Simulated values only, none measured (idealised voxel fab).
process module | voxel spacer lines
cross-section cut | 175 nm wide | cells 5 nm
A cross-section is a grid of square cells, given in bands from the top down. A band is one or more rows of cells.
Each band's line starts with the height of the band's top and of its bottom, in nm. Then come its materials from left to right, each with its width in nm. One material with "throughout" fills the band from edge to edge. "air" is empty space.
Height 0 is the level under which the wafer as received is all one material. The lowest band goes on downwards, as in "0 down".
A width such as "30 to 40" changes by the same amount from each row of cells to the next, from the band's top row to its bottom row.
"no change" after a step means that no cell of the cross-section changed.
closed voids: empty space of 8 cells or more with no open way to the top, each as width x height at its distance from the left edge, in nm
after a step's settings: what the simulator itself notes on the step
overlay nm, on a step with a mask: how far to the right of its planned place the mask lay; to the left if negative
plan
1 op RECEIVE | material Si
2 op CONFORMAL_DEP | material Al2O3 | thk nm 10
3 op DIRECTIONAL_DEP | material W | thk nm 15
4 op DIRECTIONAL_DEP | material polySi | thk nm 25
5 op PATTERN | tone cover | mask id MANDREL | material resist | width nm 20 | pitch nm 60 | thk nm 30 | overlay nm 0
6 op DIRECTIONAL_ETCH | etch materials polySi | depth nm 25
7 op STRIP | etch materials resist
8 op CONFORMAL_DEP | material SiN | thk nm 10
9 op DIRECTIONAL_ETCH | etch materials SiN | depth nm 10
10 op STRIP | etch materials polySi
11 op DIRECTIONAL_ETCH | etch materials W | depth nm 15
12 op STRIP | etch materials SiN
13 op FILL_DEP | material SiO2 | thk nm 10
14 op CMP | height nm 25
as received, after step 1
  0 down: Si throughout
  closed voids: none
a wafer at the end: this start, this plan, one mistake
  25 to 10: SiO2 10 | W 10 | SiO2 20 | W 10 | SiO2 20 | W 10 | SiO2 20 | W 10 | SiO2 20 | W 10 | SiO2 20 | W 10 | SiO2 5
  10 to 0: Al2O3 throughout
  0 down: Si throughout
  closed voids: none
what went wrong: step 5 ran as: op PATTERN | tone cover | mask id MANDREL | material resist | width nm 20 | pitch nm 60 | thk nm 30 | overlay nm 5
